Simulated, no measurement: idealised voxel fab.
process module | voxel trench capacitor
cross-section cut | 195 nm wide | cells 5 nm
A cross-section is a grid of square cells, given in bands from the top down. A band is one or more rows of cells.
Each band's line starts with the height of the band's top and of its bottom, in nm. Then come its materials from left to right, each with its width in nm. One material with "throughout" fills the band from edge to edge. "air" is empty space.
Height 0 is the level under which the wafer as received is all one material. The lowest band goes on downwards, as in "0 down".
A width such as "30 to 40" changes by the same amount from each row of cells to the next, from the band's top row to its bottom row.
"no change" after a step means that no cell of the cross-section changed.
closed voids: empty space of 8 cells or more with no open way to the top, each as width x height at its distance from the left edge, in nm
after a step's settings: what the simulator itself notes on the step
overlay nm, on a step with a mask: how far to the right of its planned place the mask lay; to the left if negative
plan
1 op RECEIVE | material Si
2 op CONFORMAL_DEP | material SiN | thk nm 5
3 op DIRECTIONAL_DEP | material aC | thk nm 15
4 op PATTERN | tone open | mask id TRENCH | material resist | width nm 25 | pitch nm 50 | thk nm 30 | overlay nm 0
5 op DIRECTIONAL_ETCH | etch materials aC | depth nm 15
6 op STRIP | etch materials resist
7 op DIRECTIONAL_ETCH | etch materials SiN | depth nm 5
8 op DIRECTIONAL_ETCH | etch materials Si | depth nm 40
9 op STRIP | etch materials aC
10 op CONFORMAL_DEP | material Al2O3 | thk nm 5
11 op CONFORMAL_DEP | material TiN | thk nm 5
12 op FILL_DEP | material W | thk nm 10
13 op CMP | height nm 5
first wafer, as planned
as received, after step 1
  0 down: Si throughout
  closed voids: none
after step 2
  5 to 0: SiN throughout
  below 0: unchanged
after step 3
  20 to 5: aC throughout
  below 5: unchanged
after step 4
  50 to 20: resist 35 | air 25 | resist 25 | air 25 | resist 25 | air 25 | resist 35
  below 20: unchanged
after step 5
  35 to 20: resist 35 | air 25 | resist 25 | air 25 | resist 25 | air 25 | resist 35
  20 to 5: aC 35 | air 25 | aC 25 | air 25 | aC 25 | air 25 | aC 35
  below 5: unchanged
after step 6
  20 to 5: aC 35 | air 25 | aC 25 | air 25 | aC 25 | air 25 | aC 35
  below 5: unchanged
after step 7
  20 to 5: aC 35 | air 25 | aC 25 | air 25 | aC 25 | air 25 | aC 35
  5 to 0: SiN 35 | air 25 | SiN 25 | air 25 | SiN 25 | air 25 | SiN 35
  below 0: unchanged
after step 8
  20 to 5: aC 35 | air 25 | aC 25 | air 25 | aC 25 | air 25 | aC 35
  5 to 0: SiN 35 | air 25 | SiN 25 | air 25 | SiN 25 | air 25 | SiN 35
  0 to -40: Si 35 | air 25 | Si 25 | air 25 | Si 25 | air 25 | Si 35
  below -40: unchanged
after step 9
  5 to 0: SiN 35 | air 25 | SiN 25 | air 25 | SiN 25 | air 25 | SiN 35
  below 0: unchanged
after step 10
  10 to 5: Al2O3 40 | air 15 | Al2O3 35 | air 15 | Al2O3 35 | air 15 | Al2O3 40
  5 to 0: SiN 35 | Al2O3 5 | air 15 | Al2O3 5 | SiN 25 | Al2O3 5 | air 15 | Al2O3 5 | SiN 25 | Al2O3 5 | air 15 | Al2O3 5 | SiN 35
  0 to -35: Si 35 | Al2O3 5 | air 15 | Al2O3 5 | Si 25 | Al2O3 5 | air 15 | Al2O3 5 | Si 25 | Al2O3 5 | air 15 | Al2O3 5 | Si 35
  -35 to -40: Si 35 | Al2O3 25 | Si 25 | Al2O3 25 | Si 25 | Al2O3 25 | Si 35
  below -40: unchanged
after step 11
  15 to 10: TiN 45 | air 5 | TiN 45 | air 5 | TiN 45 | air 5 | TiN 45
  10 to 5: Al2O3 40 | TiN 5 | air 5 | TiN 5 | Al2O3 35 | TiN 5 | air 5 | TiN 5 | Al2O3 35 | TiN 5 | air 5 | TiN 5 | Al2O3 40
  5 to 0: SiN 35 | Al2O3 5 | TiN 5 | air 5 | TiN 5 | Al2O3 5 | SiN 25 | Al2O3 5 | TiN 5 | air 5 | TiN 5 | Al2O3 5 | SiN 25 | Al2O3 5 | TiN 5 | air 5 | TiN 5 | Al2O3 5 | SiN 35
  0 to -30: Si 35 | Al2O3 5 | TiN 5 | air 5 | TiN 5 | Al2O3 5 | Si 25 | Al2O3 5 | TiN 5 | air 5 | TiN 5 | Al2O3 5 | Si 25 | Al2O3 5 | TiN 5 | air 5 | TiN 5 | Al2O3 5 | Si 35
  -30 to -35: Si 35 | Al2O3 5 | TiN 15 | Al2O3 5 | Si 25 | Al2O3 5 | TiN 15 | Al2O3 5 | Si 25 | Al2O3 5 | TiN 15 | Al2O3 5 | Si 35
  below -35: unchanged
after step 12
  25 to 15: W throughout
  15 to 10: TiN 45 | W 5 | TiN 45 | W 5 | TiN 45 | W 5 | TiN 45
  10 to 5: Al2O3 40 | TiN 5 | W 5 | TiN 5 | Al2O3 35 | TiN 5 | W 5 | TiN 5 | Al2O3 35 | TiN 5 | W 5 | TiN 5 | Al2O3 40
  5 to 0: SiN 35 | Al2O3 5 | TiN 5 | W 5 | TiN 5 | Al2O3 5 | SiN 25 | Al2O3 5 | TiN 5 | W 5 | TiN 5 | Al2O3 5 | SiN 25 | Al2O3 5 | TiN 5 | W 5 | TiN 5 | Al2O3 5 | SiN 35
  0 to -30: Si 35 | Al2O3 5 | TiN 5 | W 5 | TiN 5 | Al2O3 5 | Si 25 | Al2O3 5 | TiN 5 | W 5 | TiN 5 | Al2O3 5 | Si 25 | Al2O3 5 | TiN 5 | W 5 | TiN 5 | Al2O3 5 | Si 35
  below -30: unchanged
after step 13
  5 to 0: SiN 35 | Al2O3 5 | TiN 5 | W 5 | TiN 5 | Al2O3 5 | SiN 25 | Al2O3 5 | TiN 5 | W 5 | TiN 5 | Al2O3 5 | SiN 25 | Al2O3 5 | TiN 5 | W 5 | TiN 5 | Al2O3 5 | SiN 35
  below 0: unchanged
second wafer: like start, like plan, one mistake. Through step 6 it matches the first wafer
when step 7 should have ended
  20 to 5: aC 35 | air 25 | aC 25 | air 25 | aC 25 | air 25 | aC 35
  5 to 0: SiN 35 | air 25 | SiN 25 | air 25 | SiN 25 | air 25 | SiN 35
  below 0: unchanged
when step 8 should have ended
  20 to 5: aC 35 | air 25 | aC 25 | air 25 | aC 25 | air 25 | aC 35
  5 to 0: SiN 35 | air 25 | SiN 25 | air 25 | SiN 25 | air 25 | SiN 35
  0 to -40: Si 35 | air 25 | Si 25 | air 25 | Si 25 | air 25 | Si 35
  below -40: unchanged
when step 9 should have ended
  5 to 0: SiN 35 | air 25 | SiN 25 | air 25 | SiN 25 | air 25 | SiN 35
  below 0: unchanged
when step 10 should have ended
  10 to 5: Al2O3 40 | air 15 | Al2O3 35 | air 15 | Al2O3 35 | air 15 | Al2O3 40
  5 to 0: SiN 35 | Al2O3 5 | air 15 | Al2O3 5 | SiN 25 | Al2O3 5 | air 15 | Al2O3 5 | SiN 25 | Al2O3 5 | air 15 | Al2O3 5 | SiN 35
  0 to -35: Si 35 | Al2O3 5 | air 15 | Al2O3 5 | Si 25 | Al2O3 5 | air 15 | Al2O3 5 | Si 25 | Al2O3 5 | air 15 | Al2O3 5 | Si 35
  -35 to -40: Si 35 | Al2O3 25 | Si 25 | Al2O3 25 | Si 25 | Al2O3 25 | Si 35
  below -40: unchanged
when step 11 should have ended
  15 to 10: TiN 45 | air 5 | TiN 45 | air 5 | TiN 45 | air 5 | TiN 45
  10 to 5: Al2O3 40 | TiN 5 | air 5 | TiN 5 | Al2O3 35 | TiN 5 | air 5 | TiN 5 | Al2O3 35 | TiN 5 | air 5 | TiN 5 | Al2O3 40
  5 to 0: SiN 35 | Al2O3 5 | TiN 5 | air 5 | TiN 5 | Al2O3 5 | SiN 25 | Al2O3 5 | TiN 5 | air 5 | TiN 5 | Al2O3 5 | SiN 25 | Al2O3 5 | TiN 5 | air 5 | TiN 5 | Al2O3 5 | SiN 35
  0 to -30: Si 35 | Al2O3 5 | TiN 5 | air 5 | TiN 5 | Al2O3 5 | Si 25 | Al2O3 5 | TiN 5 | air 5 | TiN 5 | Al2O3 5 | Si 25 | Al2O3 5 | TiN 5 | air 5 | TiN 5 | Al2O3 5 | Si 35
  -30 to -35: Si 35 | Al2O3 5 | TiN 15 | Al2O3 5 | Si 25 | Al2O3 5 | TiN 15 | Al2O3 5 | Si 25 | Al2O3 5 | TiN 15 | Al2O3 5 | Si 35
  below -35: unchanged
when step 12 should have ended
  25 to 15: W throughout
  15 to 10: TiN 45 | W 5 | TiN 45 | W 5 | TiN 45 | W 5 | TiN 45
  10 to 5: Al2O3 40 | TiN 5 | W 5 | TiN 5 | Al2O3 35 | TiN 5 | W 5 | TiN 5 | Al2O3 35 | TiN 5 | W 5 | TiN 5 | Al2O3 40
  5 to 0: SiN 35 | Al2O3 5 | TiN 5 | W 5 | TiN 5 | Al2O3 5 | SiN 25 | Al2O3 5 | TiN 5 | W 5 | TiN 5 | Al2O3 5 | SiN 25 | Al2O3 5 | TiN 5 | W 5 | TiN 5 | Al2O3 5 | SiN 35
  0 to -30: Si 35 | Al2O3 5 | TiN 5 | W 5 | TiN 5 | Al2O3 5 | Si 25 | Al2O3 5 | TiN 5 | W 5 | TiN 5 | Al2O3 5 | Si 25 | Al2O3 5 | TiN 5 | W 5 | TiN 5 | Al2O3 5 | Si 35
  below -30: unchanged
when step 13 should have ended
  5 to 0: SiN 35 | Al2O3 5 | TiN 5 | W 5 | TiN 5 | Al2O3 5 | SiN 25 | Al2O3 5 | TiN 5 | W 5 | TiN 5 | Al2O3 5 | SiN 25 | Al2O3 5 | TiN 5 | W 5 | TiN 5 | Al2O3 5 | SiN 35
  below 0: unchanged
what went wrong: step 7 was run twice
at the end the two cross-sections are the same: no effect in what this model computes
